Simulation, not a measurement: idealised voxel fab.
Presented below is a process module, voxel transistor to metal.
Cross-section cut spans 280 nm and uses square cells 5 nm in size.
The cross-sections in this document take the form of a grid made of square cells. They are written out as bands, in order from top to bottom. Each band consists of one or more rows of cells. The band entry comprises the height of the band's top followed by the height of its bottom, expressed in nm, and subsequently the band's materials from left to right, each stated together with its width in nm. Where a single material is marked with the word "throughout", that material fills the band from edge to edge. The word "blank" represents empty space. Beneath 0, the wafer as received is one material, and that level is where height counting begins. The lowest band goes on downward without a bottom; it is written like "top 0, no bottom". Quick explanation for "30->40": the width changes in equal steps down the rows of cells, from the first number in the band's top row to the second number in its bottom row. When a step is marked "nothing was modified", none of the cells in the cross-section changed during that step. Entry "Enclosed internal cavities". Content: empty spaces with no open connection to the top, size 8 cells or greater. Each: width x height at distance. Distance: from left edge. Unit: nm. Past the settings on a step's line: simulator remark, on that step. Among the settings permitted on a step's line is "overlay nm"; applied to a step with a mask, it specifies the extent to which the mask lay to the right of its planned position, whereas a negative figure signifies a position to the left.
Below is the list of planned process steps
- 1: RECEIVE (material Si)
- 2: OXIDIZE (depth nm 5)
- 3: CONFORMAL_DEP (material SiN; thk nm 10)
- 4: PATTERN (tone cover; mask id ACTIVE; material resist; width nm 110; pitch nm 130; thk nm 15; overlay nm 0)
- 5: DIRECTIONAL_ETCH (etch materials SiN; depth nm 10)
- 6: DIRECTIONAL_ETCH (etch materials SiO2; depth nm 5)
- 7: DIRECTIONAL_ETCH (etch materials Si; depth nm 35)
- 8: STRIP (etch materials resist)
- 9: FILL_DEP (material SiO2; thk nm 10)
- 10: CMP (height nm 10)
- 11: SELECTIVE_ETCH (etch materials SiO2; depth nm 10)
- 12: STRIP (etch materials SiN)
- 13: SELECTIVE_ETCH (etch materials SiO2; depth nm 5)
- 14: OXIDIZE (depth nm 5)
- 15: DIRECTIONAL_DEP (material polySi; thk nm 25)
- 16: DIRECTIONAL_DEP (material SiCN; thk nm 15)
- 17: MASKED_ETCH (tone cover; mask id GATE; width nm 30; pitch nm 130; etch materials SiCN; depth nm 25; overlay nm 0)
- 18: MASKED_ETCH (tone cover; mask id GATE; width nm 30; pitch nm 130; etch materials polySi; depth nm 35; overlay nm 0)
- 19: CONFORMAL_DEP (material SiN; thk nm 10)
- 20: DIRECTIONAL_ETCH (etch materials SiN; depth nm 10)
- 21: DIRECTIONAL_ETCH (etch materials SiO2; depth nm 5)
- 22: DIRECTIONAL_ETCH (etch materials Si; depth nm 5)
- 23: EPI (material nSi; thk nm 5)
- 24: FILL_DEP (material SiO2; thk nm 5)
- 25: CMP (height nm 20)
- 26: STRIP (etch materials polySi)
- 27: SELECTIVE_ETCH (etch materials SiO2; depth nm 5)
- 28: CONFORMAL_DEP (material HfO2; thk nm 5)
- 29: CONFORMAL_DEP (material TiN; thk nm 5)
- 30: FILL_DEP (material W; thk nm 5)
- 31: CMP (height nm 15)
- 32: DIRECTIONAL_DEP (material SiO2; thk nm 10)
- 33: PATTERN (tone open; mask id CONTACT; material resist; width nm 15; thk nm 15; overlay nm 0)
- 34: DIRECTIONAL_ETCH (etch materials SiO2; depth nm 35)
- 35: STRIP (etch materials resist)
- 36: CONFORMAL_DEP (material TiN; thk nm 5)
- 37: FILL_DEP (material W; thk nm 10)
- 38: CMP (height nm 25)
- 39: CONFORMAL_DEP (material SiCN; thk nm 5)
- 40: DIRECTIONAL_DEP (material lowk; thk nm 25)
- 41: PATTERN (tone open; mask id METAL_1; material resist; width nm 15; thk nm 15; overlay nm 0)
- 42: DIRECTIONAL_ETCH (etch materials lowk; depth nm 25)
- 43: DIRECTIONAL_ETCH (etch materials SiCN; depth nm 5)
- 44: STRIP (etch materials resist)
- 45: CONFORMAL_DEP (material TiN; thk nm 5)
- 46: FILL_DEP (material Ru; thk nm 5)
- 47: CMP (height nm 55)
- 48: CONFORMAL_DEP (material SiCN; thk nm 5)
Cross-section of the wafer at receipt, which is the condition after step 1
* top 0, no bottom = Si throughout
* Enclosed internal cavities: none
Cross-sectional view of the first of the two wafers upon completion of the module, processed in accordance with the plan
* top 60, bottom 55 = SiCN throughout
* top 55, bottom 30 = lowk (30), TiN (5), Ru (5), TiN (5), lowk (60), TiN (5), Ru (5), TiN (5), lowk (40), TiN (5), Ru (5), TiN (5), lowk (60), TiN (5), Ru (5), TiN (5), lowk (30)
* top 30, bottom 25 = SiCN (30), TiN (15), SiCN (60), TiN (15), SiCN (40), TiN (15), SiCN (60), TiN (15), SiCN (30)
* top 25, bottom 15 = SiO2 (30), TiN (5), W (5), TiN (5), SiO2 (60), TiN (5), W (5), TiN (5), SiO2 (40), TiN (5), W (5), TiN (5), SiO2 (60), TiN (5), W (5), TiN (5), SiO2 (30)
* top 15, bottom 0 = SiO2 (30), TiN (5), W (5), TiN (5), SiO2 (5), SiN (10), HfO2 (5), TiN (5), W (10), TiN (5), HfO2 (5), SiN (10), SiO2 (5), TiN (5), W (5), TiN (5), SiO2 (40), TiN (5), W (5), TiN (5), SiO2 (5), SiN (10), HfO2 (5), TiN (5), W (10), TiN (5), HfO2 (5), SiN (10), SiO2 (5), TiN (5), W (5), TiN (5), SiO2 (30)
* top 0, bottom -5 = SiO2 (30), TiN (5), W (5), TiN (5), SiO2 (5), SiN (10), HfO2 (5), TiN (20), HfO2 (5), SiN (10), SiO2 (5), TiN (5), W (5), TiN (5), SiO2 (40), TiN (5), W (5), TiN (5), SiO2 (5), SiN (10), HfO2 (5), TiN (20), HfO2 (5), SiN (10), SiO2 (5), TiN (5), W (5), TiN (5), SiO2 (30)
* top -5, bottom -10 = SiO2 (30), TiN (15), nSi (5), SiO2 (5), HfO2 (40), SiO2 (5), nSi (5), TiN (15), SiO2 (40), TiN (15), nSi (5), SiO2 (5), HfO2 (40), SiO2 (5), nSi (5), TiN (15), SiO2 (30)
* top -10, bottom -15 = SiO2 (20), nSi (30), Si (50), nSi (30), SiO2 (20), nSi (30), Si (50), nSi (30), SiO2 (20)
* top -15, bottom -40 = SiO2 (20), Si (110), SiO2 (20), Si (110), SiO2 (20)
* top -40, no bottom = Si throughout
* Enclosed internal cavities: none
Wafer two, sectioned after the module: the first wafer's start, the first wafer's plan, and one mistake in how it was run
* top 60, bottom 55 = SiCN throughout
* top 55, bottom 30 = lowk (30), TiN (5), Ru (5), TiN (5), lowk (60), TiN (5), Ru (5), TiN (5), lowk (40), TiN (5), Ru (5), TiN (5), lowk (60), TiN (5), Ru (5), TiN (5), lowk (30)
* top 30, bottom 25 = SiCN (30), TiN (15), SiCN (60), TiN (15), SiCN (40), TiN (15), SiCN (60), TiN (15), SiCN (30)
* top 25, bottom 20 = W (25), TiN (5), SiO2 (15), TiN (5), W (50), TiN (5), SiO2 (15), TiN (5), W (30), TiN (5), SiO2 (15), TiN (5), W (50), TiN (5), SiO2 (15), TiN (5), W (25)
* top 20, bottom 15 = W (25), TiN (5), SiO2 (15), TiN (60), SiO2 (15), TiN (5), W (30), TiN (5), SiO2 (15), TiN (60), SiO2 (15), TiN (5), W (25)
* top 15, bottom 0 = W (25), TiN (5), SiO2 (15), TiN (5), SiN (10), HfO2 (5), TiN (5), W (10), TiN (5), HfO2 (5), SiN (10), TiN (5), SiO2 (15), TiN (5), W (30), TiN (5), SiO2 (15), TiN (5), SiN (10), HfO2 (5), TiN (5), W (10), TiN (5), HfO2 (5), SiN (10), TiN (5), SiO2 (15), TiN (5), W (25)
* top 0, bottom -5 = W (25), TiN (5), SiO2 (15), TiN (5), SiN (10), HfO2 (5), TiN (20), HfO2 (5), SiN (10), TiN (5), SiO2 (15), TiN (5), W (30), TiN (5), SiO2 (15), TiN (5), SiN (10), HfO2 (5), TiN (20), HfO2 (5), SiN (10), TiN (5), SiO2 (15), TiN (5), W (25)
* top -5, bottom -10 = TiN (30), SiO2 (15), nSi (5), SiO2 (5), HfO2 (40), SiO2 (5), nSi (5), SiO2 (15), TiN (40), SiO2 (15), nSi (5), SiO2 (5), HfO2 (40), SiO2 (5), nSi (5), SiO2 (15), TiN (30)
* top -10, bottom -15 = SiO2 (20), nSi (30), Si (50), nSi (30), SiO2 (20), nSi (30), Si (50), nSi (30), SiO2 (20)
* top -15, bottom -40 = SiO2 (20), Si (110), SiO2 (20), Si (110), SiO2 (20)
* top -40, no bottom = Si throughout
* Enclosed internal cavities: none
Finding, execution versus plan: planned and actual differ for step 33; actual: PATTERN (tone cover; mask id CONTACT; material resist; width nm 15; thk nm 15; overlay nm 0)
Count the cells at the end and the second wafer has more or fewer of some materials than the first: SiO2 -120; TiN +28; W +92
